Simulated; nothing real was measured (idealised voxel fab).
Process module under the name voxel ribs on slabs
Section shown: cut. Width: 290 nm. Cell size: 5 nm, square.
Cross-section format: a grid of square cells, given as bands from top to bottom; each band is one or more rows of cells.
This entry defines a band. It first specifies the height of the band's top and the height of its bottom in nm, and then specifies the band's materials from left to right, stating each material with its width in nm. The word "edge to edge" identifies a single material that fills the band from edge to edge, while the word "empty" identifies empty space.
Measure heights from 0. That's the level where, below it, the as-received wafer is all one material. The lowest band is bottomless and extends downward; write it as in "from 0 down".
So if you see something like "30 to 40" for the width, read it as the top row of the band sitting at the first number and the bottom row at the second, with every row in between moving by the same amount as the last.
Where a step carries "left unchanged", the cross-section came out of it unchanged, cell for cell.
In "Closed empty spaces" the enclosed voids are listed, meaning empty spaces of 8 cells or larger without any opening to the top. The form is width x height at distance, distance from the left edge, units nm.
Formally, on a step line, whatever follows the settings is a remark that the simulator itself makes on the step.
The line of a step may include "overlay nm". On a step with a mask, this value is how far to the right of its planned place the mask lay. A negative value means the mask lay to the left.
This section lists the process steps that were planned:
| 1 | op RECEIVE | material Si |
| 2 | op DIRECTIONAL_DEP | material SiO2 | thk nm 25 |
| 3 | op DIRECTIONAL_DEP | material polySi | thk nm 20 |
| 4 | op PATTERN | tone cover | mask id RIB | material resist | width nm 20 | thk nm 15 | overlay nm 0 |
| 5 | op DIRECTIONAL_ETCH | etch materials polySi | depth nm 15 |
| 6 | op STRIP | etch materials resist |
| 7 | op PATTERN | tone cover | mask id SLAB | material resist | width nm 80 | thk nm 15 | overlay nm 0 |
| 8 | op DIRECTIONAL_ETCH | etch materials polySi | depth nm 5 |
| 9 | op STRIP | etch materials resist |
| 10 | op FILL_DEP | material SiO2 | thk nm 15 |
| 11 | op CMP | height nm 55 |
| 12 | op DIRECTIONAL_DEP | material W | thk nm 10 |
| 13 | op MASKED_ETCH | tone cover | mask id HEATER | width nm 30 | etch materials W | depth nm 10 | overlay nm -15 |
| 14 | op CONFORMAL_DEP | material SiN | thk nm 5 |
Be aware that, although all wafers share a common starting state, the overlay nm at step 13 differs among them, and the plan displays the first wafer's value.
As-received state after step 1, first of several wafers, cross-section:
> from 0 down  Si edge to edge
> Closed empty spaces: none
Below, a row for every wafer. Read it as the end-of-module picture: for each material the wafer shows its cells gained (+) or lost (-) since it was received, and then its closed voids:
overlay nm -15, +62 SiN, +610 SiO2, +12 W, +28 polySi, Closed empty spaces: none
overlay nm -10, +62 SiN, +610 SiO2, +12 W, +28 polySi, Closed empty spaces: none
overlay nm -5, +62 SiN, +610 SiO2, +12 W, +28 polySi, Closed empty spaces: none
overlay nm 0, +62 SiN, +610 SiO2, +12 W, +28 polySi, Closed empty spaces: none
overlay nm 5, +62 SiN, +610 SiO2, +12 W, +28 polySi, Closed empty spaces: none
overlay nm 10, +62 SiN, +610 SiO2, +12 W, +28 polySi, Closed empty spaces: none
overlay nm 15, +62 SiN, +610 SiO2, +12 W, +28 polySi, Closed empty spaces: none
